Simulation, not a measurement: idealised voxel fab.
The name of this process module is voxel tone inversion.
Section shown: cut. Width: 230 nm. Cell size: 5 nm, square.
Each cross-section below is a grid of square cells, stated as bands in top-down order, with one or more rows of cells making up each band.
Band: top and bottom heights (nm) first, top before bottom; then materials from left to right, widths in nm. "edge to edge" marks a sole material filling the band edge to edge. "blank" denotes empty space.
Convention: height 0 is the level below which the wafer, as received, is all one material. The lowest band does not terminate at the bottom but continues downward, represented as "0 and below".
Think of "30->40" as a width that walks from the first number to the second as you go down the band, top row to bottom row, taking equal-sized steps from row to row.
Step note "no change" = no cross-section cell changed.
For the entry "Closed void list", the listed items are empty spaces with no open way to the top whose size is 8 cells or more; each item follows the pattern width x height at distance, where distance is from the left edge and all three are in nm.
Past the settings on a step's line: simulator remark, on that step.
"overlay nm" on a masked step: distance the mask lay right of its planned place, negative for left.

Listed below are the process steps as planned:
step 1: RECEIVE [material Si]
step 2: CONFORMAL_DEP [material SiN] [thk nm 5]
step 3: DIRECTIONAL_DEP [material aC] [thk nm 15]
step 4: PATTERN [tone cover] [mask id POSTS] [material resist] [width nm 25] [pitch nm 40] [thk nm 20] [overlay nm 0]
step 5: DIRECTIONAL_ETCH [etch materials aC] [depth nm 15]
step 6: STRIP [etch materials resist]
step 7: FILL_DEP [material lowk] [thk nm 10]
step 8: CMP [height nm 20]
step 9: STRIP [etch materials aC]
step 10: CONFORMAL_DEP [material TiN] [thk nm 5]
step 11: FILL_DEP [material Ru] [thk nm 5]
step 12: CMP [height nm 20]
step 13: CONFORMAL_DEP [material SiN] [thk nm 5]

Wafer, first of two, run as planned:

As-received state of the wafer in cross-section, equivalent to post-step 1:
	0 and below  Si edge to edge
	Closed void list: none

Cross-section: wafer state after step 2:
	5 down to 0  SiN edge to edge
	Whatever lies below 0 is exactly as it was before.

Cross-section: wafer state after step 3:
	20 down to 5  aC edge to edge
	Whatever lies below 5 is exactly as it was before.

Cross-section: wafer state after step 4:
	40 down to 20  blank=80 | resist=25 | blank=15 | resist=25 | blank=85
	Whatever lies below 20 is exactly as it was before.

Cross-section: wafer state after step 5:
	25 down to 20  blank=80 | resist=25 | blank=15 | resist=25 | blank=85
	20 down to 5  blank=80 | aC=25 | blank=15 | aC=25 | blank=85
	Whatever lies below 5 is exactly as it was before.

Cross-section: wafer state after step 6:
	20 down to 5  blank=80 | aC=25 | blank=15 | aC=25 | blank=85
	Whatever lies below 5 is exactly as it was before.

Cross-section: wafer state after step 7:
	30 down to 20  lowk edge to edge
	20 down to 5  lowk=80 | aC=25 | lowk=15 | aC=25 | lowk=85
	Whatever lies below 5 is exactly as it was before.

Cross-section: wafer state after step 8:
	20 down to 5  lowk=80 | aC=25 | lowk=15 | aC=25 | lowk=85
	Whatever lies below 5 is exactly as it was before.

Cross-section: wafer state after step 9:
	20 down to 5  lowk=80 | blank=25 | lowk=15 | blank=25 | lowk=85
	Whatever lies below 5 is exactly as it was before.

Cross-section: wafer state after step 10:
	25 down to 20  TiN=85 | blank=15 | TiN=25 | blank=15 | TiN=90
	20 down to 10  lowk=80 | TiN=5 | blank=15 | TiN=5 | lowk=15 | TiN=5 | blank=15 | TiN=5 | lowk=85
	10 down to 5  lowk=80 | TiN=25 | lowk=15 | TiN=25 | lowk=85
	Whatever lies below 5 is exactly as it was before.

Cross-section: wafer state after step 11:
	30 down to 25  Ru edge to edge
	25 down to 20  TiN=85 | Ru=15 | TiN=25 | Ru=15 | TiN=90
	20 down to 10  lowk=80 | TiN=5 | Ru=15 | TiN=5 | lowk=15 | TiN=5 | Ru=15 | TiN=5 | lowk=85
	Whatever lies below 10 is exactly as it was before.

Cross-section: wafer state after step 12:
	20 down to 10  lowk=80 | TiN=5 | Ru=15 | TiN=5 | lowk=15 | TiN=5 | Ru=15 | TiN=5 | lowk=85
	Whatever lies below 10 is exactly as it was before.

Cross-section: wafer state after step 13:
	25 down to 20  SiN edge to edge
	Whatever lies below 20 is exactly as it was before.

Wafer two. Same start, same plan, one slip in execution. Same as wafer one through step 1, inclusive:

Second wafer at the planned finish of step 2, seen in cross-section: no change

Second wafer at the planned finish of step 3, seen in cross-section:
	15 down to 0  aC edge to edge
	Whatever lies below 0 is exactly as it was before.

Second wafer at the planned finish of step 4, seen in cross-section:
	35 down to 15  blank=80 | resist=25 | blank=15 | resist=25 | blank=85
	Whatever lies below 15 is exactly as it was before.

Second wafer at the planned finish of step 5, seen in cross-section:
	20 down to 15  blank=80 | resist=25 | blank=15 | resist=25 | blank=85
	15 down to 0  blank=80 | aC=25 | blank=15 | aC=25 | blank=85
	Whatever lies below 0 is exactly as it was before.

Second wafer at the planned finish of step 6, seen in cross-section:
	15 down to 0  blank=80 | aC=25 | blank=15 | aC=25 | blank=85
	Whatever lies below 0 is exactly as it was before.

Second wafer at the planned finish of step 7, seen in cross-section:
	25 down to 15  lowk edge to edge
	15 down to 0  lowk=80 | aC=25 | lowk=15 | aC=25 | lowk=85
	Whatever lies below 0 is exactly as it was before.

Second wafer at the planned finish of step 8, seen in cross-section:
	20 down to 15  lowk edge to edge
	Whatever lies below 15 is exactly as it was before.

Second wafer at the planned finish of step 9, seen in cross-section: no change

Second wafer at the planned finish of step 10, seen in cross-section:
	25 down to 20  TiN edge to edge
	Whatever lies below 20 is exactly as it was before.

Second wafer at the planned finish of step 11, seen in cross-section:
	30 down to 25  Ru edge to edge
	Whatever lies below 25 is exactly as it was before.

Second wafer at the planned finish of step 12, seen in cross-section:
	20 down to 15  lowk edge to edge
	Whatever lies below 15 is exactly as it was before.

Second wafer at the planned finish of step 13, seen in cross-section:
	25 down to 20  SiN edge to edge
	Whatever lies below 20 is exactly as it was before.
Deviation noted in wafer processing: yeah, step 2 of the plan got skipped, never ran
Final tally in cells, some materials are higher or lower on the second wafer than on the first: 12 fewer of Ru | 46 fewer of SiN | 18 fewer of TiN | 30 more of aC | 46 more of lowk
